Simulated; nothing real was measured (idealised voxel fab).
Module name: voxel transistor to metal (process module)
Square cell edge 5 nm, section width 215 nm, ID cut.
A cross-section in this document is a grid of square cells, and it is written down as bands, the top band listed before the ones below it; a band is made up of one or more rows of cells.
Basically the band line says how high the top is and how high the bottom is, in nm, and then what's in it from left to right, every material with its width in nm. Empty space shows up as "air", and if a single material carries "throughout" it runs the full band edge to edge.
The level at which height equals 0 is the one under which the wafer, as it arrives, is entirely one material. No lower edge exists for the bottom band, which continues downward and is notated as in "z 0 and below".
A width given as "30->40" starts at the first number in the band's top row and ends at the second number in its bottom row, shifting by an equal amount at every step from row to row.
No cell of the cross-section changed in a step that is given as "same as before".
Entry "Closed void table". Content: empty spaces with no open connection to the top, size 8 cells or greater. Each: width x height at distance. Distance: from left edge. Unit: nm.
On each step's line, the part that comes after the settings is the simulator's own comment on the step.
You can add "overlay nm" to a step's line. For a step with a mask, it describes how far the mask lay to the right of its planned position, and a negative number describes a lay to the left.
List of planned process steps:
| 1 | RECEIVE with material Si |
| 2 | OXIDIZE with depth nm 5 |
| 3 | CONFORMAL_DEP with material SiN, thk nm 15 |
| 4 | MASKED_ETCH with tone cover, mask id ACTIVE, width nm 105, etch materials SiN, depth nm 15, overlay nm 0 |
| 5 | MASKED_ETCH with tone cover, mask id ACTIVE, width nm 105, etch materials SiO2, depth nm 5, overlay nm 0 |
| 6 | MASKED_ETCH with tone cover, mask id ACTIVE, width nm 105, etch materials Si, depth nm 25, overlay nm 0 |
| 7 | OXIDIZE with depth nm 5 |
| 8 | FILL_DEP with material SiO2, thk nm 15 |
| 9 | CMP with height nm 15 |
| 10 | SELECTIVE_ETCH with etch materials SiO2, depth nm 10 |
| 11 | STRIP with etch materials SiN |
| 12 | SELECTIVE_ETCH with etch materials SiO2, depth nm 5 |
| 13 | OXIDIZE with depth nm 5 |
| 14 | DIRECTIONAL_DEP with material polySi, thk nm 25 |
| 15 | DIRECTIONAL_DEP with material SiCN, thk nm 10 |
| 16 | PATTERN with tone cover, mask id GATE, material resist, width nm 15, thk nm 15, overlay nm 0 |
| 17 | DIRECTIONAL_ETCH with etch materials SiCN, depth nm 20 |
| 18 | DIRECTIONAL_ETCH with etch materials polySi, depth nm 35 |
| 19 | STRIP with etch materials resist |
| 20 | CONFORMAL_DEP with material SiO2, thk nm 5 |
| 21 | DIRECTIONAL_ETCH with etch materials SiO2, depth nm 5 |
| 22 | CONFORMAL_DEP with material SiN, thk nm 10 |
| 23 | DIRECTIONAL_ETCH with etch materials SiN, depth nm 10 |
| 24 | DIRECTIONAL_ETCH with etch materials SiO2, depth nm 5 |
| 25 | DIRECTIONAL_ETCH with etch materials Si, depth nm 5 |
| 26 | EPI with material nSi, thk nm 10 |
| 27 | FILL_DEP with material SiO2, thk nm 10 |
| 28 | CMP with height nm 30 |
| 29 | DIRECTIONAL_DEP with material SiO2, thk nm 10 |
| 30 | MASKED_ETCH with tone open, mask id CONTACT, width nm 20, pitch nm 75, etch materials SiO2, depth nm 40, overlay nm 0 |
| 31 | CONFORMAL_DEP with material TiN, thk nm 5 |
| 32 | FILL_DEP with material W, thk nm 10 |
| 33 | CMP with height nm 40 |
| 34 | DIRECTIONAL_DEP with material TiN, thk nm 5 |
| 35 | DIRECTIONAL_DEP with material W, thk nm 15 |
| 36 | MASKED_ETCH with tone cover, mask id METAL_1, width nm 20, pitch nm 75, etch materials W, depth nm 15, overlay nm 0 |
| 37 | MASKED_ETCH with tone cover, mask id METAL_1, width nm 20, pitch nm 75, etch materials TiN, depth nm 5, overlay nm 0 |
| 38 | CONFORMAL_DEP with material SiN, thk nm 5 |
| 39 | FILL_DEP with material lowk, thk nm 10 |
| 40 | CMP with height nm 60 |
| 41 | CONFORMAL_DEP with material SiCN, thk nm 5 |
| 42 | DIRECTIONAL_DEP with material SiO2, thk nm 35 |
| 43 | PATTERN with tone open, mask id METAL_2_HOLES, material resist, width nm 15, pitch nm 75, thk nm 20, overlay nm 0 |
| 44 | DIRECTIONAL_ETCH with etch materials SiO2, depth nm 35 |
| 45 | STRIP with etch materials resist |
| 46 | DIRECTIONAL_DEP with material aC, thk nm 15 |
| 47 | PATTERN with tone open, mask id METAL_2, material resist, width nm 20, pitch nm 75, thk nm 30, overlay nm 0 |
| 48 | DIRECTIONAL_ETCH with etch materials aC, depth nm 15 |
| 49 | STRIP with etch materials resist |
| 50 | DIRECTIONAL_ETCH with etch materials SiO2, depth nm 20 |
| 51 | DIRECTIONAL_ETCH with etch materials SiCN, depth nm 5 |
| 52 | STRIP with etch materials aC |
| 53 | CONFORMAL_DEP with material TiN, thk nm 5 |
| 54 | FILL_DEP with material Ru, thk nm 10 |
| 55 | CMP with height nm 100 |
| 56 | CONFORMAL_DEP with material SiN, thk nm 5 |
Cross-section of the wafer upon arrival, representing the state reached after step 1:
  z 0 and below: Si throughout
  Closed void table: none
End state of the module in cross-section, given the above starting point and plan and one mistake in execution:
  z 105 to 100: SiN throughout
  z 100 to 95: SiCN 60 nm | TiN 20 nm | SiCN 55 nm | TiN 20 nm | SiCN 60 nm
  z 95 to 60: SiO2 throughout
  z 60 to 45: lowk 55 nm | SiN 5 nm | W 20 nm | SiN 5 nm | lowk 45 nm | SiN 5 nm | W 20 nm | SiN 5 nm | lowk 55 nm
  z 45 to 40: SiN 60 nm | TiN 20 nm | SiN 55 nm | TiN 20 nm | SiN 60 nm
  z 40 to 30: SiO2 60 nm | TiN 5 nm | W 10 nm | TiN 5 nm | SiO2 55 nm | TiN 5 nm | W 10 nm | TiN 5 nm | SiO2 60 nm
  z 30 to 20: SiO2 60 nm | TiN 5 nm | W 10 nm | TiN 5 nm | SiO2 5 nm | SiN 10 nm | SiO2 5 nm | SiCN 15 nm | SiO2 5 nm | SiN 10 nm | SiO2 5 nm | TiN 5 nm | W 10 nm | TiN 5 nm | SiO2 60 nm
  z 20 to 5: SiO2 60 nm | TiN 5 nm | W 10 nm | TiN 5 nm | SiO2 5 nm | SiN 10 nm | SiO2 5 nm | polySi 15 nm | SiO2 5 nm | SiN 10 nm | SiO2 5 nm | TiN 5 nm | W 10 nm | TiN 5 nm | SiO2 60 nm
  z 5 to 0: SiO2 60 nm | TiN 20 nm | SiO2 5 nm | SiN 10 nm | SiO2 5 nm | polySi 15 nm | SiO2 5 nm | SiN 10 nm | SiO2 5 nm | TiN 20 nm | SiO2 60 nm
  z 0 to -5: SiO2 55 nm | SiN 10 nm | nSi 20 nm | SiN 10 nm | SiO2 5 nm | polySi 15 nm | SiO2 5 nm | SiN 10 nm | nSi 20 nm | SiN 10 nm | SiO2 55 nm
  z -5 to -10: SiO2 65 nm | nSi 20 nm | SiO2 45 nm | nSi 20 nm | SiO2 65 nm
  z -10 to -15: SiO2 60 nm | Si 5 nm | nSi 20 nm | Si 45 nm | nSi 20 nm | Si 5 nm | SiO2 60 nm
  z -15 to -35: SiO2 60 nm | Si 95 nm | SiO2 60 nm
  z -35 and below: Si throughout
  Closed void table: none
What went wrong in running the wafer? steps 41 and 42 got flipped, so each one ran where the other should have
